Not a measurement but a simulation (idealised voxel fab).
Process module under the name voxel lift off
Xsec cut, 155 nm wide, square cell size 5 nm.
This document writes a cross-section as a grid whose cells are square, and gives it as bands, listed from the top down; one or more rows of cells form a band.
This entry defines a band. It first specifies the height of the band's top and the height of its bottom in nm, and then specifies the band's materials from left to right, stating each material with its width in nm. The word "all across" identifies a single material that fills the band from edge to edge, while the word "air" identifies empty space.
Below 0: as-received wafer, all one material; heights counted from there. Lowest band: no bottom, goes on down, written "0 down".
Width "30->40": first value at the band's top row of cells, second value at its bottom row, equal change from row to row.
Given "remained the same" for a step, no cell of the cross-section differs between before and after that step.
"Voids, sealed" - sealed voids, min. 8 cells, no opening to top; format: width x height at distance (distance from left edge; nm throughout).
On a step's line, text after the settings is the simulator commenting on that step.
You can add "overlay nm" to a step's line. For a step with a mask, it describes how far the mask lay to the right of its planned position, and a negative number describes a lay to the left.
[The steps planned for the process are as follows]
| 1 | RECEIVE | material Si |
| 2 | CONFORMAL_DEP | material SiN | thk nm 10 |
| 3 | PATTERN | tone open | mask id LINES | material resist | width nm 15 | pitch nm 40 | thk nm 25 | overlay nm 0 |
| 4 | DIRECTIONAL_DEP | material Ru | thk nm 5 |
| 5 | STRIP | etch materials resist |
| 6 | CONFORMAL_DEP | material SiO2 | thk nm 5 |
The value of thk nm given for step 4 in the plan refers to the first wafer; the wafers vary in this setting and are alike at the start.
[Incoming state of the first of several wafers in cross-section: after step 1]
* 0 down = Si all across
* Voids, sealed: none
[Rows = wafers. At module end, each row lists per material the cells gained (+) or lost (-) since the wafer was received, then the closed voids]
thk nm 5; +9 Ru; +62 SiN; +37 SiO2; Voids, sealed: none
thk nm 10; +18 Ru; +62 SiN; +43 SiO2; Voids, sealed: none
thk nm 15; +27 Ru; +62 SiN; +49 SiO2; Voids, sealed: none
thk nm 20; +36 Ru; +62 SiN; +55 SiO2; Voids, sealed: none
